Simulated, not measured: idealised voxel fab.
Process module under the name voxel transistor to metal
cross-section cut | 210 nm wide | cells 5 nm
Just so we're on the same page, the cross-sections are grids of square cells, and they're listed out in bands top to bottom, each band one or more rows deep. Band entry format. Leading values: height of top, height of bottom, nm. Remainder: materials in left-to-right order, each with its width in nm. Special words: "edge to edge" on a single material, which then fills the band edge to edge; "blank", empty space. Where do heights start? At 0: under that level the wafer as delivered is made of one material only. And the lowest band has no floor; it just carries on downward, as in "0 nm and below". Think of "30 to 40" as a width that walks from the first number to the second as you go down the band, top row to bottom row, taking equal-sized steps from row to row. "nothing was modified" for a step: no cell of the cross-section changed in that step. "Unvented internal voids": empty spaces of 8 cells or more with no open way to the top, each given as width x height at distance, distance from the left edge, all in nm. Read whatever lies past the settings on a step's line as the simulator's own remark about the step. What "overlay nm" on a step's line means: if the step has a mask, that mask lay this far to the right of its planned place, or, when the value is negative, to the left.
-- Here's what the planned process steps look like
1) RECEIVE with material Si
2) OXIDIZE with depth nm 5
3) CONFORMAL_DEP with material SiN, thk nm 10
4) PATTERN with tone cover, mask id ACTIVE, material resist, width nm 95, thk nm 15, overlay nm 0
5) DIRECTIONAL_ETCH with etch materials SiN, depth nm 10
6) DIRECTIONAL_ETCH with etch materials SiO2, depth nm 5
7) DIRECTIONAL_ETCH with etch materials Si, depth nm 35
8) STRIP with etch materials resist
9) OXIDIZE with depth nm 5
10) FILL_DEP with material SiO2, thk nm 5
11) CMP with height nm 10
12) SELECTIVE_ETCH with etch materials SiO2, depth nm 10
13) STRIP with etch materials SiN
14) SELECTIVE_ETCH with etch materials SiO2, depth nm 5
15) OXIDIZE with depth nm 5
16) DIRECTIONAL_DEP with material polySi, thk nm 25
17) DIRECTIONAL_DEP with material SiCN, thk nm 10
18) MASKED_ETCH with tone cover, mask id GATE, width nm 15, etch materials SiCN, depth nm 20, overlay nm 0
19) MASKED_ETCH with tone cover, mask id GATE, width nm 15, etch materials polySi, depth nm 35, overlay nm 0
20) CONFORMAL_DEP with material SiN, thk nm 10
21) DIRECTIONAL_ETCH with etch materials SiN, depth nm 10
22) DIRECTIONAL_ETCH with etch materials SiO2, depth nm 5
23) DIRECTIONAL_ETCH with etch materials Si, depth nm 10
24) EPI with material nSi, thk nm 15
25) FILL_DEP with material SiO2, thk nm 5
26) CMP with height nm 30
27) DIRECTIONAL_DEP with material SiO2, thk nm 15
28) MASKED_ETCH with tone open, mask id CONTACT, width nm 15, pitch nm 60, etch materials SiO2, depth nm 50, overlay nm 0
29) CONFORMAL_DEP with material TiN, thk nm 5
30) FILL_DEP with material W, thk nm 10
31) CMP with height nm 45
32) DIRECTIONAL_DEP with material TiN, thk nm 5
33) DIRECTIONAL_DEP with material W, thk nm 25
34) PATTERN with tone cover, mask id METAL_1, material resist, width nm 15, pitch nm 60, thk nm 15, overlay nm 0
35) DIRECTIONAL_ETCH with etch materials W, depth nm 25
36) DIRECTIONAL_ETCH with etch materials TiN, depth nm 5
37) STRIP with etch materials resist
38) FILL_DEP with material lowk, thk nm 10
39) CMP with height nm 75
40) CONFORMAL_DEP with material SiN, thk nm 5
-- Account of the first of two wafers, which was processed as intended
-- The cross-section here shows the wafer as received, i.e. in its state after step 1
    0 nm and below | Si edge to edge
    Unvented internal voids: none
-- How the wafer stands in section after step 2
    0 nm to -5 nm | SiO2 edge to edge
    No changes below -5.
-- How the wafer stands in section after step 3
    10 nm to 0 nm | SiN edge to edge
    No changes below 0.
-- How the wafer stands in section after step 4
    25 nm to 10 nm | blank: 55, then resist: 95, then blank: 60
    No changes below 10.
-- How the wafer stands in section after step 5
    25 nm to 10 nm | blank: 55, then resist: 95, then blank: 60
    10 nm to 0 nm | blank: 55, then SiN: 95, then blank: 60
    No changes below 0.
-- How the wafer stands in section after step 6
    25 nm to 10 nm | blank: 55, then resist: 95, then blank: 60
    10 nm to 0 nm | blank: 55, then SiN: 95, then blank: 60
    0 nm to -5 nm | blank: 55, then SiO2: 95, then blank: 60
    No changes below -5.
-- How the wafer stands in section after step 7
    25 nm to 10 nm | blank: 55, then resist: 95, then blank: 60
    10 nm to 0 nm | blank: 55, then SiN: 95, then blank: 60
    0 nm to -5 nm | blank: 55, then SiO2: 95, then blank: 60
    -5 nm to -40 nm | blank: 55, then Si: 95, then blank: 60
    No changes below -40.
-- How the wafer stands in section after step 8
    10 nm to 0 nm | blank: 55, then SiN: 95, then blank: 60
    No changes below 0.
-- How the wafer stands in section after step 9
    10 nm to 0 nm | blank: 55, then SiN: 95, then blank: 60
    0 nm to -5 nm | blank: 55, then SiO2: 95, then blank: 60
    -5 nm to -40 nm | blank: 55, then SiO2: 5, then Si: 85, then SiO2: 5, then blank: 60
    -40 nm to -45 nm | SiO2: 60, then Si: 85, then SiO2: 65
    No changes below -45.
-- How the wafer stands in section after step 10
    15 nm to 10 nm | SiO2 edge to edge
    10 nm to 0 nm | SiO2: 55, then SiN: 95, then SiO2: 60
    0 nm to -5 nm | SiO2 edge to edge
    -5 nm to -45 nm | SiO2: 60, then Si: 85, then SiO2: 65
    No changes below -45.
-- How the wafer stands in section after step 11
    10 nm to 0 nm | SiO2: 55, then SiN: 95, then SiO2: 60
    No changes below 0.
-- How the wafer stands in section after step 12
    10 nm to 0 nm | blank: 55, then SiN: 95, then blank: 60
    No changes below 0.
-- How the wafer stands in section after step 13
    0 nm to -5 nm | SiO2 edge to edge
    No changes below -5.
-- How the wafer stands in section after step 14
    -5 nm to -45 nm | SiO2: 60, then Si: 85, then SiO2: 65
    No changes below -45.
-- How the wafer stands in section after step 15
    -5 nm to -10 nm | SiO2 edge to edge
    No changes below -10.
-- How the wafer stands in section after step 16
    20 nm to -5 nm | polySi edge to edge
    No changes below -5.
-- How the wafer stands in section after step 17
    30 nm to 20 nm | SiCN edge to edge
    No changes below 20.
-- How the wafer stands in section after step 18
    30 nm to 20 nm | blank: 95, then SiCN: 15, then blank: 100
    No changes below 20.
-- How the wafer stands in section after step 19
    30 nm to 20 nm | blank: 95, then SiCN: 15, then blank: 100
    20 nm to -5 nm | blank: 95, then polySi: 15, then blank: 100
    No changes below -5.
-- How the wafer stands in section after step 20
    40 nm to 30 nm | blank: 85, then SiN: 35, then blank: 90
    30 nm to 20 nm | blank: 85, then SiN: 10, then SiCN: 15, then SiN: 10, then blank: 90
    20 nm to 5 nm | blank: 85, then SiN: 10, then polySi: 15, then SiN: 10, then blank: 90
    5 nm to -5 nm | SiN: 95, then polySi: 15, then SiN: 100
    No changes below -5.
-- How the wafer stands in section after step 21
    30 nm to 20 nm | blank: 85, then SiN: 10, then SiCN: 15, then SiN: 10, then blank: 90
    20 nm to -5 nm | blank: 85, then SiN: 10, then polySi: 15, then SiN: 10, then blank: 90
    No changes below -5.
-- How the wafer stands in section after step 22
    30 nm to 20 nm | blank: 85, then SiN: 10, then SiCN: 15, then SiN: 10, then blank: 90
    20 nm to -5 nm | blank: 85, then SiN: 10, then polySi: 15, then SiN: 10, then blank: 90
    -5 nm to -10 nm | blank: 85, then SiO2: 35, then blank: 90
    No changes below -10.
-- How the wafer stands in section after step 23
    30 nm to 20 nm | blank: 85, then SiN: 10, then SiCN: 15, then SiN: 10, then blank: 90
    20 nm to -5 nm | blank: 85, then SiN: 10, then polySi: 15, then SiN: 10, then blank: 90
    -5 nm to -10 nm | blank: 85, then SiO2: 35, then blank: 90
    -10 nm to -20 nm | SiO2: 60, then blank: 25, then Si: 35, then blank: 25, then SiO2: 65
    No changes below -20.
-- How the wafer stands in section after step 24
    30 nm to 20 nm | blank: 85, then SiN: 10, then SiCN: 15, then SiN: 10, then blank: 90
    20 nm to 5 nm | blank: 85, then SiN: 10, then polySi: 15, then SiN: 10, then blank: 90
    5 nm to -5 nm | blank: 70, then nSi: 15, then SiN: 10, then polySi: 15, then SiN: 10, then nSi: 15, then blank: 75
    -5 nm to -10 nm | blank: 55, then nSi: 30, then SiO2: 35, then nSi: 30, then blank: 60
    -10 nm to -20 nm | SiO2: 60, then nSi: 25, then Si: 35, then nSi: 25, then SiO2: 65
    No changes below -20.
-- How the wafer stands in section after step 25
    35 nm to 30 nm | SiO2 edge to edge
    30 nm to 20 nm | SiO2: 85, then SiN: 10, then SiCN: 15, then SiN: 10, then SiO2: 90
    20 nm to 5 nm | SiO2: 85, then SiN: 10, then polySi: 15, then SiN: 10, then SiO2: 90
    5 nm to -5 nm | SiO2: 70, then nSi: 15, then SiN: 10, then polySi: 15, then SiN: 10, then nSi: 15, then SiO2: 75
    -5 nm to -10 nm | SiO2: 55, then nSi: 30, then SiO2: 35, then nSi: 30, then SiO2: 60
    No changes below -10.
-- How the wafer stands in section after step 26
    30 nm to 20 nm | SiO2: 85, then SiN: 10, then SiCN: 15, then SiN: 10, then SiO2: 90
    No changes below 20.
-- How the wafer stands in section after step 27
    45 nm to 30 nm | SiO2 edge to edge
    No changes below 30.
-- How the wafer stands in section after step 28
    45 nm to 30 nm | SiO2: 65, then blank: 15, then SiO2: 45, then blank: 15, then SiO2: 70
    30 nm to 20 nm | SiO2: 65, then blank: 15, then SiO2: 5, then SiN: 10, then SiCN: 15, then SiN: 10, then SiO2: 5, then blank: 15, then SiO2: 70
    20 nm to 5 nm | SiO2: 65, then blank: 15, then SiO2: 5, then SiN: 10, then polySi: 15, then SiN: 10, then SiO2: 5, then blank: 15, then SiO2: 70
    5 nm to -5 nm | SiO2: 65, then blank: 5, then nSi: 15, then SiN: 10, then polySi: 15, then SiN: 10, then nSi: 15, then blank: 5, then SiO2: 70
    No changes below -5.
-- How the wafer stands in section after step 29
    50 nm to 45 nm | TiN: 70, then blank: 5, then TiN: 55, then blank: 5, then TiN: 75
    45 nm to 30 nm | SiO2: 65, then TiN: 5, then blank: 5, then TiN: 5, then SiO2: 45, then TiN: 5, then blank: 5, then TiN: 5, then SiO2: 70
    30 nm to 20 nm | SiO2: 65, then TiN: 5, then blank: 5, then TiN: 5, then SiO2: 5, then SiN: 10, then SiCN: 15, then SiN: 10, then SiO2: 5, then TiN: 5, then blank: 5, then TiN: 5, then SiO2: 70
    20 nm to 10 nm | SiO2: 65, then TiN: 5, then blank: 5, then TiN: 5, then SiO2: 5, then SiN: 10, then polySi: 15, then SiN: 10, then SiO2: 5, then TiN: 5, then blank: 5, then TiN: 5, then SiO2: 70
    10 nm to 5 nm | SiO2: 65, then TiN: 15, then SiO2: 5, then SiN: 10, then polySi: 15, then SiN: 10, then SiO2: 5, then TiN: 15, then SiO2: 70
    5 nm to -5 nm | SiO2: 65, then TiN: 5, then nSi: 15, then SiN: 10, then polySi: 15, then SiN: 10, then nSi: 15, then TiN: 5, then SiO2: 70
    No changes below -5.
-- How the wafer stands in section after step 30
    60 nm to 50 nm | W edge to edge
    50 nm to 45 nm | TiN: 70, then W: 5, then TiN: 55, then W: 5, then TiN: 75
    45 nm to 30 nm | SiO2: 65, then TiN: 5, then W: 5, then TiN: 5, then SiO2: 45, then TiN: 5, then W: 5, then TiN: 5, then SiO2: 70
    30 nm to 20 nm | SiO2: 65, then TiN: 5, then W: 5, then TiN: 5, then SiO2: 5, then SiN: 10, then SiCN: 15, then SiN: 10, then SiO2: 5, then TiN: 5, then W: 5, then TiN: 5, then SiO2: 70
    20 nm to 10 nm | SiO2: 65, then TiN: 5, then W: 5, then TiN: 5, then SiO2: 5, then SiN: 10, then polySi: 15, then SiN: 10, then SiO2: 5, then TiN: 5, then W: 5, then TiN: 5, then SiO2: 70
    No changes below 10.
-- How the wafer stands in section after step 31
    45 nm to 30 nm | SiO2: 65, then TiN: 5, then W: 5, then TiN: 5, then SiO2: 45, then TiN: 5, then W: 5, then TiN: 5, then SiO2: 70
    No changes below 30.
-- How the wafer stands in section after step 32
    50 nm to 45 nm | TiN edge to edge
    No changes below 45.
-- How the wafer stands in section after step 33
    75 nm to 50 nm | W edge to edge
    No changes below 50.
-- How the wafer stands in section after step 34
    90 nm to 75 nm | blank: 65, then resist: 15, then blank: 45, then resist: 15, then blank: 70
    No changes below 75.
-- How the wafer stands in section after step 35
    90 nm to 75 nm | blank: 65, then resist: 15, then blank: 45, then resist: 15, then blank: 70
    75 nm to 50 nm | blank: 65, then W: 15, then blank: 45, then W: 15, then blank: 70
    No changes below 50.
-- How the wafer stands in section after step 36
    90 nm to 75 nm | blank: 65, then resist: 15, then blank: 45, then resist: 15, then blank: 70
    75 nm to 50 nm | blank: 65, then W: 15, then blank: 45, then W: 15, then blank: 70
    50 nm to 45 nm | blank: 65, then TiN: 15, then blank: 45, then TiN: 15, then blank: 70
    No changes below 45.
-- How the wafer stands in section after step 37
    75 nm to 50 nm | blank: 65, then W: 15, then blank: 45, then W: 15, then blank: 70
    No changes below 50.
-- How the wafer stands in section after step 38
    85 nm to 75 nm | lowk edge to edge
    75 nm to 50 nm | lowk: 65, then W: 15, then lowk: 45, then W: 15, then lowk: 70
    50 nm to 45 nm | lowk: 65, then TiN: 15, then lowk: 45, then TiN: 15, then lowk: 70
    No changes below 45.
-- How the wafer stands in section after step 39
    75 nm to 50 nm | lowk: 65, then W: 15, then lowk: 45, then W: 15, then lowk: 70
    No changes below 50.
-- How the wafer stands in section after step 40
    80 nm to 75 nm | SiN edge to edge
    No changes below 75.
-- Companion wafer, the second of two: same beginning, same intended sequence, one mistake in carrying it out; through step 26 inclusive it tracks the first exactly
-- Cross-section of the second wafer when, according to plan, step 27 should have finished
    60 nm to 30 nm | SiO2 edge to edge
    No changes below 30.
-- Cross-section of the second wafer when, according to plan, step 28 should have finished
    60 nm to 30 nm | SiO2: 65, then blank: 15, then SiO2: 45, then blank: 15, then SiO2: 70
    30 nm to 20 nm | SiO2: 65, then blank: 15, then SiO2: 5, then SiN: 10, then SiCN: 15, then SiN: 10, then SiO2: 5, then blank: 15, then SiO2: 70
    20 nm to 10 nm | SiO2: 65, then blank: 15, then SiO2: 5, then SiN: 10, then polySi: 15, then SiN: 10, then SiO2: 5, then blank: 15, then SiO2: 70
    No changes below 10.
-- Cross-section of the second wafer when, according to plan, step 29 should have finished
    65 nm to 60 nm | TiN: 70, then blank: 5, then TiN: 55, then blank: 5, then TiN: 75
    60 nm to 30 nm | SiO2: 65, then TiN: 5, then blank: 5, then TiN: 5, then SiO2: 45, then TiN: 5, then blank: 5, then TiN: 5, then SiO2: 70
    30 nm to 20 nm | SiO2: 65, then TiN: 5, then blank: 5, then TiN: 5, then SiO2: 5, then SiN: 10, then SiCN: 15, then SiN: 10, then SiO2: 5, then TiN: 5, then blank: 5, then TiN: 5, then SiO2: 70
    20 nm to 15 nm | SiO2: 65, then TiN: 5, then blank: 5, then TiN: 5, then SiO2: 5, then SiN: 10, then polySi: 15, then SiN: 10, then SiO2: 5, then TiN: 5, then blank: 5, then TiN: 5, then SiO2: 70
    15 nm to 10 nm | SiO2: 65, then TiN: 15, then SiO2: 5, then SiN: 10, then polySi: 15, then SiN: 10, then SiO2: 5, then TiN: 15, then SiO2: 70
    No changes below 10.
-- Cross-section of the second wafer when, according to plan, step 30 should have finished
    75 nm to 65 nm | W edge to edge
    65 nm to 60 nm | TiN: 70, then W: 5, then TiN: 55, then W: 5, then TiN: 75
    60 nm to 30 nm | SiO2: 65, then TiN: 5, then W: 5, then TiN: 5, then SiO2: 45, then TiN: 5, then W: 5, then TiN: 5, then SiO2: 70
    30 nm to 20 nm | SiO2: 65, then TiN: 5, then W: 5, then TiN: 5, then SiO2: 5, then SiN: 10, then SiCN: 15, then SiN: 10, then SiO2: 5, then TiN: 5, then W: 5, then TiN: 5, then SiO2: 70
    20 nm to 15 nm | SiO2: 65, then TiN: 5, then W: 5, then TiN: 5, then SiO2: 5, then SiN: 10, then polySi: 15, then SiN: 10, then SiO2: 5, then TiN: 5, then W: 5, then TiN: 5, then SiO2: 70
    No changes below 15.
-- Cross-section of the second wafer when, according to plan, step 31 should have finished
    45 nm to 30 nm | SiO2: 65, then TiN: 5, then W: 5, then TiN: 5, then SiO2: 45, then TiN: 5, then W: 5, then TiN: 5, then SiO2: 70
    No changes below 30.
-- Cross-section of the second wafer when, according to plan, step 32 should have finished
    50 nm to 45 nm | TiN edge to edge
    No changes below 45.
-- Cross-section of the second wafer when, according to plan, step 33 should have finished
    75 nm to 50 nm | W edge to edge
    No changes below 50.
-- Cross-section of the second wafer when, according to plan, step 34 should have finished
    90 nm to 75 nm | blank: 65, then resist: 15, then blank: 45, then resist: 15, then blank: 70
    No changes below 75.
-- Cross-section of the second wafer when, according to plan, step 35 should have finished
    90 nm to 75 nm | blank: 65, then resist: 15, then blank: 45, then resist: 15, then blank: 70
    75 nm to 50 nm | blank: 65, then W: 15, then blank: 45, then W: 15, then blank: 70
    No changes below 50.
-- Cross-section of the second wafer when, according to plan, step 36 should have finished
    90 nm to 75 nm | blank: 65, then resist: 15, then blank: 45, then resist: 15, then blank: 70
    75 nm to 50 nm | blank: 65, then W: 15, then blank: 45, then W: 15, then blank: 70
    50 nm to 45 nm | blank: 65, then TiN: 15, then blank: 45, then TiN: 15, then blank: 70
    No changes below 45.
-- Cross-section of the second wafer when, according to plan, step 37 should have finished
    75 nm to 50 nm | blank: 65, then W: 15, then blank: 45, then W: 15, then blank: 70
    No changes below 50.
-- Cross-section of the second wafer when, according to plan, step 38 should have finished
    85 nm to 75 nm | lowk edge to edge
    75 nm to 50 nm | lowk: 65, then W: 15, then lowk: 45, then W: 15, then lowk: 70
    50 nm to 45 nm | lowk: 65, then TiN: 15, then lowk: 45, then TiN: 15, then lowk: 70
    No changes below 45.
-- Cross-section of the second wafer when, according to plan, step 39 should have finished
    75 nm to 50 nm | lowk: 65, then W: 15, then lowk: 45, then W: 15, then lowk: 70
    No changes below 50.
-- Cross-section of the second wafer when, according to plan, step 40 should have finished
    80 nm to 75 nm | SiN edge to edge
    No changes below 75.
Diagnosis: twice, step 27 of the plan was run
Final cells, second wafer relative to first, materials higher or lower: +10 SiO2 | -8 TiN | -2 W
